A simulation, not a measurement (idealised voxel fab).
Herein follows the process module entitled voxel double patterning.
Pictured: cross-section cut, 235 nm wide, on a grid of 5 nm square cells.
Square cells in a grid make up a cross-section in this document, and the grid is given as bands, listed from the top down, each one or more rows of cells. A band entry consists of two parts. The first gives the height of the band's top and the height of its bottom, in nm. The rest lists the band's materials from left to right, each with its width in nm. A single material labelled with the word "everywhere" fills the band from edge to edge, and the word "blank" marks empty space. We count height from 0. Below that, the starting wafer is all one material. The lowest band never ends at the bottom but goes on down; see "from 0 down" for how that is written. Note: "30..40" means the width goes from the first number (top row of the band) to the second number (bottom row) in equal steps per row of cells. "no change", as given for a step, is the statement that not any cell of the cross-section underwent a change during that step. You'll see "Sealed void list" listing empty spaces that have no way open to the top, as long as they're 8 cells or more; the notation is width x height at distance, where the distance is from the left edge, and all of it is in nm. Post-settings text on a step line: simulator's own remark regarding the step. overlay nm: step with mask; distance mask lay right of planned place; negative value = left of planned place.
**The following list gives the planned process steps**
1,RECEIVE, material Si
2,CONFORMAL_DEP, material SiN, thk nm 10
3,DIRECTIONAL_DEP, material SiO2, thk nm 20
4,DIRECTIONAL_DEP, material SiCN, thk nm 5
5,MASKED_ETCH, tone open, mask id FIRST, width nm 15, pitch nm 50, etch materials SiCN, depth nm 5, overlay nm 0
6,DIRECTIONAL_DEP, material aC, thk nm 15
7,PATTERN, tone open, mask id SECOND, material resist, width nm 15, pitch nm 50, thk nm 35, overlay nm 0
8,DIRECTIONAL_ETCH, etch materials aC, depth nm 15
9,STRIP, etch materials resist
10,DIRECTIONAL_ETCH, etch materials SiCN, depth nm 5
11,STRIP, etch materials aC
12,DIRECTIONAL_ETCH, etch materials SiO2, depth nm 20
13,STRIP, etch materials SiCN
**Cross-section of the wafer as it came to us, i.e., already through step 1**
  from 0 down = Si everywhere
  Sealed void list: none
**Cross-sectional view of the first of the two wafers upon completion of the module, processed in accordance with the plan**
  from 30 to 10 = SiO2: 60  blank: 15  SiO2: 10  blank: 15  SiO2: 10  blank: 15  SiO2: 10  blank: 15  SiO2: 10  blank: 15  SiO2: 60
  from 10 to 0 = SiN everywhere
  from 0 down = Si everywhere
  Sealed void list: none
**Now the second wafer, cross-sectioned at the end of the module. Nothing different at the start, nothing different in the plan compared with the first, just one mistake when it was actually run**
  from 30 to 10 = SiO2: 55  blank: 25  SiO2: 5  blank: 15  SiO2: 5  blank: 25  SiO2: 5  blank: 15  SiO2: 5  blank: 25  SiO2: 55
  from 10 to 0 = SiN everywhere
  from 0 down = Si everywhere
  Sealed void list: none
Error vs. plan: in deviation from the planned setting, step 5 was conducted as MASKED_ETCH, tone open, mask id FIRST, width nm 25, pitch nm 50, etch materials SiCN, depth nm 5, overlay nm 0
The second wafer ends with more or fewer cells of some materials than the first, per final count: SiO2: 24 fewer
